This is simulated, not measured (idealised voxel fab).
This section sets out a process module, namely voxel released beams.
For reference, the cross-section in this document is cut, with width 195 nm and square cells of 5 nm.
Cross-section, as written here: a square-cell grid given band by band from the top down, where a band holds one or more rows of cells. Per band: top height and bottom height in nm, followed by the left-to-right materials and their widths in nm; "edge to edge" marks a single material spanning edge to edge, "empty" marks empty space. Below 0: as-received wafer, all one material; heights counted from there. Lowest band: no bottom, goes on down, written "0 down". The notation "30 to 40" denotes a width that varies across the rows of cells in the band, beginning at the first number in the top row, finishing at the second number in the bottom row, and changing by an identical amount from each row to the next. Step note "remains unaltered" = no cross-section cell changed. "Trapped voids": sealed empty spaces, 8 cells or more, no open way to top, listed width x height at distance, with distance from the left edge and width, height and distance in nm. It should be noted that, on the line of a given step, the content following the step's settings is a remark produced by the simulator itself with respect to that step. Each step line may optionally specify "overlay nm", which for a step with a mask gives the rightward distance between the mask's planned place and where it lay, a negative value indicating the leftward direction.
PLANNED PROCESS STEPS
- 1: RECEIVE [material Si]
- 2: CONFORMAL_DEP [material Al2O3] [thk nm 10]
- 3: DIRECTIONAL_DEP [material SiO2] [thk nm 20]
- 4: MASKED_ETCH [tone open] [mask id ANCHOR] [width nm 35] [etch materials SiO2] [depth nm 20] [overlay nm 0]
- 5: CONFORMAL_DEP [material SiN] [thk nm 15]
- 6: PATTERN [tone cover] [mask id BEAM] [material resist] [width nm 100] [thk nm 15] [overlay nm 0]
- 7: DIRECTIONAL_ETCH [etch materials SiN] [depth nm 15]
- 8: STRIP [etch materials resist]
- 9: STRIP [etch materials SiO2]
CROSS-SECTION OF THE WAFER UPON ARRIVAL, REPRESENTING THE STATE REACHED AFTER STEP 1
0 down: Si edge to edge
Trapped voids: none
POST-MODULE CROSS-SECTION: IDENTICAL START AND PLAN TO THOSE ABOVE, ONE MISSTEP IN EXECUTION
45 to 30: empty 45 | SiN 15 | empty 5 | SiN 80 | empty 50
30 to 25: empty 45 | SiN 15 | empty 5 | SiN 15 | empty 115
25 to 10: empty 45 | SiN 35 | empty 115
10 to 0: Al2O3 edge to edge
0 down: Si edge to edge
Trapped voids: none
The plan and the run diverged here: step 4 ran as: MASKED_ETCH [tone open] [mask id ANCHOR] [width nm 35] [etch materials SiO2] [depth nm 20] [overlay nm -5]
